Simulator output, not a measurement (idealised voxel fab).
process module | voxel self aligned vias
cross-section cut | 295 nm wide | cells 5 nm
A cross-section is a grid of square cells, given in bands from the top down. A band is one or more rows of cells.
Each band's line starts with the height of the band's top and of its bottom, in nm. Then come its materials from left to right, each with its width in nm. One material with "throughout" fills the band from edge to edge. "air" is empty space.
Height 0 is the level under which the wafer as received is all one material. The lowest band goes on downwards, as in "0 down".
A width such as "30 to 40" changes by the same amount from each row of cells to the next, from the band's top row to its bottom row.
"no change" after a step means that no cell of the cross-section changed.
closed voids: empty space of 8 cells or more with no open way to the top, each as width x height at its distance from the left edge, in nm
after a step's settings: what the simulator itself notes on the step
overlay nm, on a step with a mask: how far to the right of its planned place the mask lay; to the left if negative
plan
1 op RECEIVE | material Si
2 op CONFORMAL_DEP | material SiO2 | thk nm 10
3 op CONFORMAL_DEP | material SiCN | thk nm 5
4 op DIRECTIONAL_DEP | material SiO2 | thk nm 25
5 op MASKED_ETCH | tone open | mask id LINES | width nm 20 | pitch nm 55 | etch materials SiO2 | depth nm 25 | overlay nm 0
6 op CONFORMAL_DEP | material TiN | thk nm 5
7 op FILL_DEP | material W | thk nm 10
8 op CMP | height nm 40
9 op SELECTIVE_ETCH | etch materials W Ru TiN | depth nm 10
10 op FILL_DEP | material SiN | thk nm 10
11 op CMP | height nm 40
12 op DIRECTIONAL_DEP | material SiO2 | thk nm 20
13 op MASKED_ETCH | tone open | mask id VIAS | width nm 40 | pitch nm 55 | etch materials SiO2 | depth nm 20 | overlay nm 0
14 op MASKED_ETCH | tone open | mask id VIAS | width nm 40 | pitch nm 55 | etch materials SiN | depth nm 10 | overlay nm 0
15 op CONFORMAL_DEP | material TiN | thk nm 5
16 op FILL_DEP | material Cu | thk nm 10
17 op CMP | height nm 60
18 op CONFORMAL_DEP | material SiCN | thk nm 5
as received, after step 1
  0 down: Si throughout
  closed voids: none
first wafer at the end, as planned
  65 to 60: SiCN throughout
  60 to 45: SiO2 70 | TiN 5 | Cu 30 | TiN 5 | SiO2 15 | TiN 5 | Cu 30 | TiN 5 | SiO2 15 | TiN 5 | Cu 30 | TiN 5 | SiO2 75
  45 to 35: SiO2 70 to 80 | TiN 15 to 5 | Cu 10 | TiN 15 to 5 | SiO2 15 to 35 | TiN 15 to 5 | Cu 10 | TiN 15 to 5 | SiO2 15 to 35 | TiN 15 to 5 | Cu 10 | TiN 15 to 5 | SiO2 75 to 85
  35 to 30: SiO2 80 | TiN 20 | SiO2 35 | TiN 20 | SiO2 35 | TiN 20 | SiO2 85
  30 to 20: SiO2 80 | TiN 5 | W 10 | TiN 5 | SiO2 35 | TiN 5 | W 10 | TiN 5 | SiO2 35 | TiN 5 | W 10 | TiN 5 | SiO2 85
  20 to 15: SiO2 80 | TiN 20 | SiO2 35 | TiN 20 | SiO2 35 | TiN 20 | SiO2 85
  15 to 10: SiCN throughout
  10 to 0: SiO2 throughout
  0 down: Si throughout
  closed voids: none
second wafer at the end: like start, like plan, one mistake
  65 to 60: SiCN throughout
  60 to 45: SiO2 60 | TiN 5 | Cu 30 | TiN 5 | SiO2 15 | TiN 5 | Cu 30 | TiN 5 | SiO2 15 | TiN 5 | Cu 30 | TiN 5 | SiO2 85
  45 to 35: SiO2 60 to 80 | TiN 25 to 5 | Cu 10 | TiN 5 | SiO2 15 to 35 | TiN 25 to 5 | Cu 10 | TiN 5 | SiO2 15 to 35 | TiN 25 to 5 | Cu 10 | TiN 5 | SiO2 85
  35 to 30: SiO2 80 | TiN 20 | SiO2 35 | TiN 20 | SiO2 35 | TiN 20 | SiO2 85
  30 to 20: SiO2 80 | TiN 5 | W 10 | TiN 5 | SiO2 35 | TiN 5 | W 10 | TiN 5 | SiO2 35 | TiN 5 | W 10 | TiN 5 | SiO2 85
  20 to 15: SiO2 80 | TiN 20 | SiO2 35 | TiN 20 | SiO2 35 | TiN 20 | SiO2 85
  15 to 10: SiCN throughout
  10 to 0: SiO2 throughout
  0 down: Si throughout
  closed voids: none
what went wrong: step 13 ran as: op MASKED_ETCH | tone open | mask id VIAS | width nm 40 | pitch nm 55 | etch materials SiO2 | depth nm 20 | overlay nm -10
at the end the second wafer has, in cells: as many of each material as the first, in other places
